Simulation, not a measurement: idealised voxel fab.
Herein follows the process module entitled voxel capacitor over wiring.
cross-section cut | 255 nm wide | cells 5 nm
Just so we're on the same page, the cross-sections are grids of square cells, and they're listed out in bands top to bottom, each band one or more rows deep. Look at the band entry: it leads with the top's height and the bottom's height in nm. Then it lists the materials left to right, with a width in nm for each. The word "throughout" on a single material says that material fills the band edge to edge. The word "empty" is empty space. Measure heights from 0. That's the level where, below it, the as-received wafer is all one material. The lowest band is bottomless and extends downward; write it as in "0 and below". Width spec "30..40" -> top row of cells at first value, bottom row at second value, equal per-row change in between. Take "no change occurred" at face value: in the step it is given for, the cross-section changed in none of its cells. Empty spaces counting at least 8 cells and having no open way to the top are listed in "Voids, enclosed". The notation width x height at distance is used for each, the distance being from the left edge and all three values in nm. Text after the settings on a step's line: the simulator's own remark on that step. "overlay nm" on a masked step: distance the mask lay right of its planned place, negative for left.

### The following list gives the planned process steps
1,RECEIVE [material Si]
2,CONFORMAL_DEP [material SiO2] [thk nm 15]
3,CONFORMAL_DEP [material SiCN] [thk nm 5]
4,DIRECTIONAL_DEP [material lowk] [thk nm 15]
5,PATTERN [tone open] [mask id METAL_1] [material resist] [width nm 25] [pitch nm 90] [thk nm 15] [overlay nm 0]
6,DIRECTIONAL_ETCH [etch materials lowk] [depth nm 15]
7,DIRECTIONAL_ETCH [etch materials SiCN] [depth nm 5]
8,STRIP [etch materials resist]
9,CONFORMAL_DEP [material TiN] [thk nm 5]
10,FILL_DEP [material Cu] [thk nm 5]
11,CMP [height nm 35]
12,EPI [material Ru] [thk nm 5]
13,FILL_DEP [material SiCN] [thk nm 5]
14,DIRECTIONAL_DEP [material lowk] [thk nm 15]
15,DIRECTIONAL_DEP [material aC] [thk nm 10]
16,PATTERN [tone open] [mask id PLUG_1] [material resist] [width nm 15] [thk nm 25] [overlay nm 0]
17,DIRECTIONAL_ETCH [etch materials aC] [depth nm 10]
18,STRIP [etch materials resist]
19,DIRECTIONAL_ETCH [etch materials lowk] [depth nm 15]
20,DIRECTIONAL_ETCH [etch materials SiCN] [depth nm 5]
21,STRIP [etch materials aC]
22,EPI [material Ru] [thk nm 10]
23,EPI [material Ru] [thk nm 10]
24,DIRECTIONAL_DEP [material TiN] [thk nm 5]
25,DIRECTIONAL_DEP [material SiN] [thk nm 5]
26,DIRECTIONAL_DEP [material TiN] [thk nm 10]
27,MASKED_ETCH [tone cover] [mask id UPPER_PLATE] [width nm 60] [etch materials TiN] [depth nm 10] [overlay nm 0]
28,MASKED_ETCH [tone cover] [mask id UPPER_PLATE] [width nm 70] [etch materials SiN] [depth nm 5] [overlay nm 0]
29,PATTERN [tone cover] [mask id LOWER_PLATE] [material resist] [width nm 80] [thk nm 15] [overlay nm 0]
30,DIRECTIONAL_ETCH [etch materials TiN] [depth nm 5]
31,STRIP [etch materials resist]
32,FILL_DEP [material SiO2] [thk nm 15]
33,CMP [height nm 90]
34,PATTERN [tone open] [mask id PLUG_2] [material resist] [width nm 15] [thk nm 15] [overlay nm 0]
35,DIRECTIONAL_ETCH [etch materials SiO2] [depth nm 10]
36,STRIP [etch materials resist]
37,CONFORMAL_DEP [material TiN] [thk nm 5]
38,FILL_DEP [material W] [thk nm 5]
39,CMP [height nm 90]
40,CONFORMAL_DEP [material SiN] [thk nm 5]
Wafer-to-wafer difference: width nm, step 27. Common start. Plan = first wafer's value.

### The as-received cross-section of the first of several wafers corresponds to the state after step 1
* 0 and below: Si throughout
* Voids, enclosed: none

### Wafer cross-section (first of several) - module end, post step 40 (last step)
* 95 down to 90: SiN throughout
* 90 down to 85: SiO2=90  TiN=5  W=5  TiN=5  SiO2=150
* 85 down to 80: SiO2=90  TiN=15  SiO2=150
* 80 down to 70: SiO2=85  TiN=60  SiO2=110
* 70 down to 65: SiO2=80  SiN=70  SiO2=105
* 65 down to 60: SiO2=75  TiN=80  SiO2=100
* 60 down to 45: lowk=80  Ru=15  lowk=160
* 45 down to 40: SiCN=80  Ru=15  SiCN=160
* 40 down to 35: SiCN=65  Ru=35  SiCN=55  Ru=35  SiCN=65
* 35 down to 20: lowk=70  TiN=5  Cu=15  TiN=5  lowk=65  TiN=5  Cu=15  TiN=5  lowk=70
* 20 down to 15: SiCN=70  TiN=25  SiCN=65  TiN=25  SiCN=70
* 15 down to 0: SiO2 throughout
* 0 and below: Si throughout
* Voids, enclosed: none

### End of module, last wafer sectioned
* 95 down to 90: SiN throughout
* 90 down to 85: SiO2=90  TiN=5  W=5  TiN=5  SiO2=150
* 85 down to 75: SiO2=90..75  TiN=15..80  SiO2=150..100
* 75 down to 70: SiO2=75  TiN=85  SiO2=95
* 70 down to 65: SiO2=75  SiN=85  SiO2=95
* 65 down to 60: SiO2=75  TiN=85  SiO2=95
* 60 down to 45: lowk=80  Ru=15  lowk=160
* 45 down to 40: SiCN=80  Ru=15  SiCN=160
* 40 down to 35: SiCN=65  Ru=35  SiCN=55  Ru=35  SiCN=65
* 35 down to 20: lowk=70  TiN=5  Cu=15  TiN=5  lowk=65  TiN=5  Cu=15  TiN=5  lowk=70
* 20 down to 15: SiCN=70  TiN=25  SiCN=65  TiN=25  SiCN=70
* 15 down to 0: SiO2 throughout
* 0 and below: Si throughout
* Voids, enclosed: none

### Each row below is a wafer at the end of the module, listing for every material the number of cells it has gained (+) or lost (-) since it was received, followed by its closed voids
width nm 60 | +18 Cu | +26 Ru | +126 SiCN | +65 SiN | +399 SiO2 | +67 TiN | +1 W | +267 lowk | Voids, enclosed: none
width nm 65 | +18 Cu | +26 Ru | +126 SiCN | +65 SiN | +397 SiO2 | +69 TiN | +1 W | +267 lowk | Voids, enclosed: none
width nm 70 | +18 Cu | +26 Ru | +126 SiCN | +65 SiN | +395 SiO2 | +71 TiN | +1 W | +267 lowk | Voids, enclosed: none
width nm 75 | +18 Cu | +26 Ru | +126 SiCN | +66 SiN | +392 SiO2 | +73 TiN | +1 W | +267 lowk | Voids, enclosed: none
width nm 80 | +18 Cu | +26 Ru | +126 SiCN | +67 SiN | +389 SiO2 | +75 TiN | +1 W | +267 lowk | Voids, enclosed: none
width nm 85 | +18 Cu | +26 Ru | +126 SiCN | +68 SiN | +386 SiO2 | +77 TiN | +1 W | +267 lowk | Voids, enclosed: none
